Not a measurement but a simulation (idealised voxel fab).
process module | voxel self aligned vias
cross-section cut | 220 nm wide | cells 5 nm
A cross-section is a grid of square cells, given in bands from the top down. A band is one or more rows of cells.
Each band's line starts with the height of the band's top and of its bottom, in nm. Then come its materials from left to right, each with its width in nm. One material with "throughout" fills the band from edge to edge. "air" is empty space.
Height 0 is the level under which the wafer as received is all one material. The lowest band goes on downwards, as in "0 down".
A width such as "30 to 40" changes by the same amount from each row of cells to the next, from the band's top row to its bottom row.
"no change" after a step means that no cell of the cross-section changed.
closed voids: empty space of 8 cells or more with no open way to the top, each as width x height at its distance from the left edge, in nm
after a step's settings: what the simulator itself notes on the step
overlay nm, on a step with a mask: how far to the right of its planned place the mask lay; to the left if negative
plan
1 op RECEIVE | material Si
2 op CONFORMAL_DEP | material SiO2 | thk nm 15
3 op CONFORMAL_DEP | material SiCN | thk nm 5
4 op DIRECTIONAL_DEP | material lowk | thk nm 30
5 op MASKED_ETCH | tone open | mask id LINES | width nm 25 | pitch nm 50 | etch materials lowk | depth nm 30 | overlay nm 0
6 op CONFORMAL_DEP | material TiN | thk nm 5
7 op FILL_DEP | material W | thk nm 5
8 op CMP | height nm 50
9 op SELECTIVE_ETCH | etch materials W Ru TiN | depth nm 5
10 op FILL_DEP | material SiN | thk nm 10
11 op CMP | height nm 50
12 op DIRECTIONAL_DEP | material lowk | thk nm 20
13 op PATTERN | tone open | mask id VIAS | material resist | width nm 35 | pitch nm 50 | thk nm 15 | overlay nm 0
14 op DIRECTIONAL_ETCH | etch materials lowk | depth nm 20
15 op DIRECTIONAL_ETCH | etch materials SiN | depth nm 5
16 op STRIP | etch materials resist
17 op CONFORMAL_DEP | material TiN | thk nm 5
18 op FILL_DEP | material Cu | thk nm 5
19 op CMP | height nm 70
20 op CONFORMAL_DEP | material SiN | thk nm 5
first wafer, as planned
as received, after step 1
  0 down: Si throughout
  closed voids: none
after step 2
  15 to 0: SiO2 throughout
  below 0: unchanged
after step 3
  20 to 15: SiCN throughout
  below 15: unchanged
after step 4
  50 to 20: lowk throughout
  below 20: unchanged
after step 5
  50 to 20: lowk 45 | air 25 | lowk 25 | air 25 | lowk 25 | air 25 | lowk 50
  below 20: unchanged
after step 6
  55 to 50: TiN 50 | air 15 | TiN 35 | air 15 | TiN 35 | air 15 | TiN 55
  50 to 25: lowk 45 | TiN 5 | air 15 | TiN 5 | lowk 25 | TiN 5 | air 15 | TiN 5 | lowk 25 | TiN 5 | air 15 | TiN 5 | lowk 50
  25 to 20: lowk 45 | TiN 25 | lowk 25 | TiN 25 | lowk 25 | TiN 25 | lowk 50
  below 20: unchanged
after step 7
  60 to 55: W throughout
  55 to 50: TiN 50 | W 15 | TiN 35 | W 15 | TiN 35 | W 15 | TiN 55
  50 to 25: lowk 45 | TiN 5 | W 15 | TiN 5 | lowk 25 | TiN 5 | W 15 | TiN 5 | lowk 25 | TiN 5 | W 15 | TiN 5 | lowk 50
  below 25: unchanged
after step 8
  50 to 25: lowk 45 | TiN 5 | W 15 | TiN 5 | lowk 25 | TiN 5 | W 15 | TiN 5 | lowk 25 | TiN 5 | W 15 | TiN 5 | lowk 50
  below 25: unchanged
after step 9
  50 to 45: lowk 45 | air 25 | lowk 25 | air 25 | lowk 25 | air 25 | lowk 50
  below 45: unchanged
after step 10
  60 to 50: SiN throughout
  50 to 45: lowk 45 | SiN 25 | lowk 25 | SiN 25 | lowk 25 | SiN 25 | lowk 50
  below 45: unchanged
after step 11
  50 to 45: lowk 45 | SiN 25 | lowk 25 | SiN 25 | lowk 25 | SiN 25 | lowk 50
  below 45: unchanged
after step 12
  70 to 50: lowk throughout
  below 50: unchanged
after step 13
  85 to 70: resist 40 | air 35 | resist 15 | air 35 | resist 15 | air 35 | resist 45
  below 70: unchanged
after step 14
  85 to 70: resist 40 | air 35 | resist 15 | air 35 | resist 15 | air 35 | resist 45
  70 to 50: lowk 40 | air 35 | lowk 15 | air 35 | lowk 15 | air 35 | lowk 45
  below 50: unchanged
after step 15
  85 to 70: resist 40 | air 35 | resist 15 | air 35 | resist 15 | air 35 | resist 45
  70 to 50: lowk 40 | air 35 | lowk 15 | air 35 | lowk 15 | air 35 | lowk 45
  50 to 45: lowk 45 | air 25 | lowk 25 | air 25 | lowk 25 | air 25 | lowk 50
  below 45: unchanged
after step 16
  70 to 50: lowk 40 | air 35 | lowk 15 | air 35 | lowk 15 | air 35 | lowk 45
  below 50: unchanged
after step 17
  75 to 70: TiN 45 | air 25 | TiN 25 | air 25 | TiN 25 | air 25 | TiN 50
  70 to 55: lowk 40 | TiN 5 | air 25 | TiN 5 | lowk 15 | TiN 5 | air 25 | TiN 5 | lowk 15 | TiN 5 | air 25 | TiN 5 | lowk 45
  55 to 50: lowk 40 | TiN 10 | air 15 | TiN 10 | lowk 15 | TiN 10 | air 15 | TiN 10 | lowk 15 | TiN 10 | air 15 | TiN 10 | lowk 45
  50 to 45: lowk 45 | TiN 25 | lowk 25 | TiN 25 | lowk 25 | TiN 25 | lowk 50
  below 45: unchanged
after step 18
  80 to 75: Cu throughout
  75 to 70: TiN 45 | Cu 25 | TiN 25 | Cu 25 | TiN 25 | Cu 25 | TiN 50
  70 to 55: lowk 40 | TiN 5 | Cu 25 | TiN 5 | lowk 15 | TiN 5 | Cu 25 | TiN 5 | lowk 15 | TiN 5 | Cu 25 | TiN 5 | lowk 45
  55 to 50: lowk 40 | TiN 10 | Cu 15 | TiN 10 | lowk 15 | TiN 10 | Cu 15 | TiN 10 | lowk 15 | TiN 10 | Cu 15 | TiN 10 | lowk 45
  below 50: unchanged
after step 19
  70 to 55: lowk 40 | TiN 5 | Cu 25 | TiN 5 | lowk 15 | TiN 5 | Cu 25 | TiN 5 | lowk 15 | TiN 5 | Cu 25 | TiN 5 | lowk 45
  below 55: unchanged
after step 20
  75 to 70: SiN throughout
  below 70: unchanged
second wafer: like start, like plan, one mistake. Through step 7 it matches the first wafer
when step 8 should have ended
  40 to 25: lowk 45 | TiN 5 | W 15 | TiN 5 | lowk 25 | TiN 5 | W 15 | TiN 5 | lowk 25 | TiN 5 | W 15 | TiN 5 | lowk 50
  below 25: unchanged
when step 9 should have ended
  40 to 35: lowk 45 | air 25 | lowk 25 | air 25 | lowk 25 | air 25 | lowk 50
  below 35: unchanged
when step 10 should have ended
  50 to 40: SiN throughout
  40 to 35: lowk 45 | SiN 25 | lowk 25 | SiN 25 | lowk 25 | SiN 25 | lowk 50
  below 35: unchanged
when step 11 should have ended: no change
when step 12 should have ended
  70 to 50: lowk throughout
  below 50: unchanged
when step 13 should have ended
  85 to 70: resist 40 | air 35 | resist 15 | air 35 | resist 15 | air 35 | resist 45
  below 70: unchanged
when step 14 should have ended
  85 to 70: resist 40 | air 35 | resist 15 | air 35 | resist 15 | air 35 | resist 45
  70 to 50: lowk 40 | air 35 | lowk 15 | air 35 | lowk 15 | air 35 | lowk 45
  below 50: unchanged
when step 15 should have ended
  85 to 70: resist 40 | air 35 | resist 15 | air 35 | resist 15 | air 35 | resist 45
  70 to 50: lowk 40 | air 35 | lowk 15 | air 35 | lowk 15 | air 35 | lowk 45
  50 to 45: SiN 40 | air 35 | SiN 15 | air 35 | SiN 15 | air 35 | SiN 45
  below 45: unchanged
when step 16 should have ended
  70 to 50: lowk 40 | air 35 | lowk 15 | air 35 | lowk 15 | air 35 | lowk 45
  below 50: unchanged
when step 17 should have ended
  75 to 70: TiN 45 | air 25 | TiN 25 | air 25 | TiN 25 | air 25 | TiN 50
  70 to 50: lowk 40 | TiN 5 | air 25 | TiN 5 | lowk 15 | TiN 5 | air 25 | TiN 5 | lowk 15 | TiN 5 | air 25 | TiN 5 | lowk 45
  50 to 45: SiN 40 | TiN 35 | SiN 15 | TiN 35 | SiN 15 | TiN 35 | SiN 45
  below 45: unchanged
when step 18 should have ended
  80 to 75: Cu throughout
  75 to 70: TiN 45 | Cu 25 | TiN 25 | Cu 25 | TiN 25 | Cu 25 | TiN 50
  70 to 50: lowk 40 | TiN 5 | Cu 25 | TiN 5 | lowk 15 | TiN 5 | Cu 25 | TiN 5 | lowk 15 | TiN 5 | Cu 25 | TiN 5 | lowk 45
  below 50: unchanged
when step 19 should have ended
  70 to 50: lowk 40 | TiN 5 | Cu 25 | TiN 5 | lowk 15 | TiN 5 | Cu 25 | TiN 5 | lowk 15 | TiN 5 | Cu 25 | TiN 5 | lowk 45
  below 50: unchanged
when step 20 should have ended
  75 to 70: SiN throughout
  below 70: unchanged
what went wrong: step 8 ran as: op CMP | height nm 40
at the end the second wafer has, in cells: 6 more of Cu | 82 more of SiN | 12 fewer of TiN | 18 fewer of W | 58 fewer of lowk
